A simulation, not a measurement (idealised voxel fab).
This section sets out a process module, namely voxel released beams.
FYI the section here is cut, 245 nm wide, cells are 5 nm squares.
Throughout this document, each cross-section is represented as a grid of square cells and is presented as a sequence of bands enumerated from the top downward, where a band comprises one or more rows of cells.
Band: top height; bottom height; in nm. Then, left to right: material with width in nm, for each material. "all across": a single material spanning edge to edge. "air": empty space.
Heights from 0 (as-received wafer is one material below). Bottom band endless downward, as "0..down".
Top row gets the first number, bottom row gets the second, and each row in between changes by the same step: that is how a band width like "30->40" works.
When a step is marked "remains unaltered", none of the cells in the cross-section changed during that step.
Empty spaces without an open route to the top, at least 8 cells in extent, make up the entry "Encapsulated voids"; each is given as width x height at distance, where the distance is measured from the left edge, and all are in nm.
It should be noted that, on the line of a given step, the content following the step's settings is a remark produced by the simulator itself with respect to that step.
overlay nm: step with mask; distance mask lay right of planned place; negative value = left of planned place.

### Here's what the planned process steps look like
- 1: RECEIVE,material Si
- 2: CONFORMAL_DEP,material SiN,thk nm 10
- 3: DIRECTIONAL_DEP,material SiO2,thk nm 15
- 4: MASKED_ETCH,tone open,mask id ANCHOR,width nm 35,etch materials SiO2,depth nm 15,overlay nm 0
- 5: CONFORMAL_DEP,material W,thk nm 10
- 6: MASKED_ETCH,tone cover,mask id BEAM,width nm 85,etch materials W,depth nm 10,overlay nm 0
- 7: STRIP,etch materials SiO2

### Shown in cross-section is the wafer as received, that is, as it stands after step 1
> 0..down: Si all across
> Encapsulated voids: none

### First of two wafers at the end of the module, shown in cross-section; run carried out as planned
> 35..25: 75 of air / 15 of W / 15 of air / 55 of W / 85 of air
> 25..20: 80 of air / 10 of W / 15 of air / 10 of W / 130 of air
> 20..10: 80 of air / 35 of W / 130 of air
> 10..0: SiN all across
> 0..down: Si all across
> Encapsulated voids: none

### Wafer two (of two), end-of-module cross-section: start = wafer one, plan = wafer one, one run mistake
> 35..25: 75 of air / 85 of W / 85 of air
> 25..15: SiN all across
> 15..0: SiO2 all across
> 0..down: Si all across
> Encapsulated voids: none
Here's what went sideways: steps 2 and 3 got flipped, so each one ran where the other should have
It is noted that, at the conclusion of processing, the second wafer exhibits a higher or lower cell count for certain materials relative to the first: +147 SiO2; -12 W
